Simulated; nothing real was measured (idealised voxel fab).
process module | voxel gate over fins
cross-section cut | 250 nm wide | cells 5 nm
A cross-section is a grid of square cells, given in bands from the top down. A band is one or more rows of cells.
Each band's line starts with the height of the band's top and of its bottom, in nm. Then come its materials from left to right, each with its width in nm. One material with "throughout" fills the band from edge to edge. "air" is empty space.
Height 0 is the level under which the wafer as received is all one material. The lowest band goes on downwards, as in "0 down".
A width such as "30 to 40" changes by the same amount from each row of cells to the next, from the band's top row to its bottom row.
"no change" after a step means that no cell of the cross-section changed.
closed voids: empty space of 8 cells or more with no open way to the top, each as width x height at its distance from the left edge, in nm
after a step's settings: what the simulator itself notes on the step
overlay nm, on a step with a mask: how far to the right of its planned place the mask lay; to the left if negative
plan
1 op RECEIVE | material Si
2 op CONFORMAL_DEP | material SiN | thk nm 10
3 op PATTERN | tone cover | mask id FINS | material resist | width nm 15 | pitch nm 60 | thk nm 20 | overlay nm 0
4 op DIRECTIONAL_ETCH | etch materials SiN | depth nm 10
5 op DIRECTIONAL_ETCH | etch materials Si | depth nm 40
6 op STRIP | etch materials resist
7 op OXIDIZE | depth nm 5
8 op FILL_DEP | material SiO2 | thk nm 5
9 op CMP | height nm 10
10 op MASKED_ETCH | tone open | mask id RAIL | width nm 15 | etch materials SiO2 | depth nm 45 | overlay nm 0
11 op CONFORMAL_DEP | material TiN | thk nm 5
12 op FILL_DEP | material Ru | thk nm 10
13 op CMP | height nm 10
14 op SELECTIVE_ETCH | etch materials W Ru TiN | depth nm 25
15 op FILL_DEP | material SiO2 | thk nm 5
16 op CMP | height nm 10
17 op SELECTIVE_ETCH | etch materials SiO2 | depth nm 20
18 op STRIP | etch materials SiN
19 op CONFORMAL_DEP | material HfO2 | thk nm 5
20 op CONFORMAL_DEP | material TiN | thk nm 5
21 op CONFORMAL_DEP | material TiAl | thk nm 5
22 op CONFORMAL_DEP | material TiN | thk nm 5
23 op FILL_DEP | material W | thk nm 10
24 op CMP | height nm 25
25 op CONFORMAL_DEP | material SiCN | thk nm 10
as received, after step 1
  0 down: Si throughout
  closed voids: none
a wafer at the end: this start, this plan, one mistake
  35 to 25: SiCN throughout
  25 to 20: W throughout
  20 to 15: W 10 | TiN 45 | W 15 | TiN 45 | W 15 | TiN 45 | W 15 | TiN 45 | W 15
  15 to 10: W 10 | TiN 5 | TiAl 35 | TiN 5 | W 15 | TiN 5 | TiAl 35 | TiN 5 | W 15 | TiN 5 | TiAl 35 | TiN 5 | W 15 | TiN 5 | TiAl 35 | TiN 5 | W 15
  10 to 5: TiN 15 | TiAl 5 | TiN 25 | TiAl 5 | TiN 25 | TiAl 5 | TiN 25 | TiAl 5 | TiN 25 | TiAl 5 | TiN 25 | TiAl 5 | TiN 25 | TiAl 5 | TiN 25 | TiAl 5 | TiN 20
  5 to 0: TiAl 20 | TiN 5 | HfO2 15 | TiN 5 | TiAl 35 | TiN 5 | HfO2 15 | TiN 5 | TiAl 35 | TiN 5 | HfO2 15 | TiN 5 | TiAl 35 | TiN 5 | HfO2 15 | TiN 5 | TiAl 25
  0 to -5: TiN 25 | HfO2 5 | Si 5 | HfO2 5 | TiN 45 | HfO2 5 | Si 5 | HfO2 5 | TiN 45 | HfO2 5 | Si 5 | HfO2 5 | TiN 45 | HfO2 5 | Si 5 | HfO2 5 | TiN 30
  -5 to -10: HfO2 30 | Si 5 | HfO2 55 | Si 5 | HfO2 55 | Si 5 | HfO2 55 | Si 5 | HfO2 35
  -10 to -15: SiO2 30 | Si 5 | SiO2 55 | Si 5 | SiO2 55 | Si 5 | SiO2 55 | Si 5 | SiO2 35
  -15 to -30: SiO2 30 | Si 5 | SiO2 20 | TiN 5 | Ru 10 | TiN 5 | SiO2 15 | Si 5 | SiO2 55 | Si 5 | SiO2 55 | Si 5 | SiO2 35
  -30 to -35: SiO2 30 | Si 5 | SiO2 20 | TiN 20 | SiO2 15 | Si 5 | SiO2 55 | Si 5 | SiO2 55 | Si 5 | SiO2 35
  -35 to -45: SiO2 30 | Si 5 | SiO2 55 | Si 5 | SiO2 55 | Si 5 | SiO2 55 | Si 5 | SiO2 35
  -45 down: Si throughout
  closed voids: none
what went wrong: step 10 ran as: op MASKED_ETCH | tone open | mask id RAIL | width nm 20 | etch materials SiO2 | depth nm 45 | overlay nm 0
